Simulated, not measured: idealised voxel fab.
process module | voxel fin reveal
cross-section cut | 250 nm wide | cells 5 nm
A cross-section is a grid of square cells, given in bands from the top down. A band is one or more rows of cells.
Each band's line starts with the height of the band's top and of its bottom, in nm. Then come its materials from left to right, each with its width in nm. One material with "throughout" fills the band from edge to edge. "air" is empty space.
Height 0 is the level under which the wafer as received is all one material. The lowest band goes on downwards, as in "0 down".
A width such as "30 to 40" changes by the same amount from each row of cells to the next, from the band's top row to its bottom row.
"no change" after a step means that no cell of the cross-section changed.
closed voids: empty space of 8 cells or more with no open way to the top, each as width x height at its distance from the left edge, in nm
after a step's settings: what the simulator itself notes on the step
overlay nm, on a step with a mask: how far to the right of its planned place the mask lay; to the left if negative
plan
1 op RECEIVE | material Si
2 op CONFORMAL_DEP | material SiN | thk nm 5
3 op PATTERN | tone cover | mask id FINS | material resist | width nm 15 | pitch nm 45 | thk nm 20 | overlay nm 0
4 op DIRECTIONAL_ETCH | etch materials SiN | depth nm 5
5 op DIRECTIONAL_ETCH | etch materials Si | depth nm 35
6 op STRIP | etch materials resist
7 op FILL_DEP | material SiO2 | thk nm 5
8 op CMP | height nm 5
9 op SELECTIVE_ETCH | etch materials SiO2 | depth nm 15
10 op STRIP | etch materials SiN
11 op CONFORMAL_DEP | material HfO2 | thk nm 5
varied across the wafers: thk nm of step 11. The plan shows the first wafer's value. All wafers start alike
first wafer as received, after step 1
  0 down: Si throughout
  closed voids: none
first wafer at the end, after step 11
  5 to 0: air 45 | HfO2 25 | air 20 | HfO2 25 | air 20 | HfO2 25 | air 20 | HfO2 25 | air 45
  0 to -5: air 45 | HfO2 5 | Si 15 | HfO2 5 | air 20 | HfO2 5 | Si 15 | HfO2 5 | air 20 | HfO2 5 | Si 15 | HfO2 5 | air 20 | HfO2 5 | Si 15 | HfO2 5 | air 45
  -5 to -10: HfO2 50 | Si 15 | HfO2 30 | Si 15 | HfO2 30 | Si 15 | HfO2 30 | Si 15 | HfO2 50
  -10 to -35: SiO2 50 | Si 15 | SiO2 30 | Si 15 | SiO2 30 | Si 15 | SiO2 30 | Si 15 | SiO2 50
  -35 down: Si throughout
  closed voids: none
last wafer at the end
  20 to 10: air 30 | HfO2 190 | air 30
  10 to 0: HfO2 throughout
  0 to -10: HfO2 50 | Si 15 | HfO2 30 | Si 15 | HfO2 30 | Si 15 | HfO2 30 | Si 15 | HfO2 50
  -10 to -35: SiO2 50 | Si 15 | SiO2 30 | Si 15 | SiO2 30 | Si 15 | SiO2 30 | Si 15 | SiO2 50
  -35 down: Si throughout
  closed voids: none
each wafer at the end: cells of each material gained (+) or lost (-) since it was received, then its closed voids
thk nm 5 | +66 HfO2 | -266 Si | +190 SiO2 | closed voids: none
thk nm 10 | +132 HfO2 | -266 Si | +190 SiO2 | closed voids: none
thk nm 15 | +198 HfO2 | -266 Si | +190 SiO2 | closed voids: none
thk nm 20 | +252 HfO2 | -266 Si | +190 SiO2 | closed voids: none
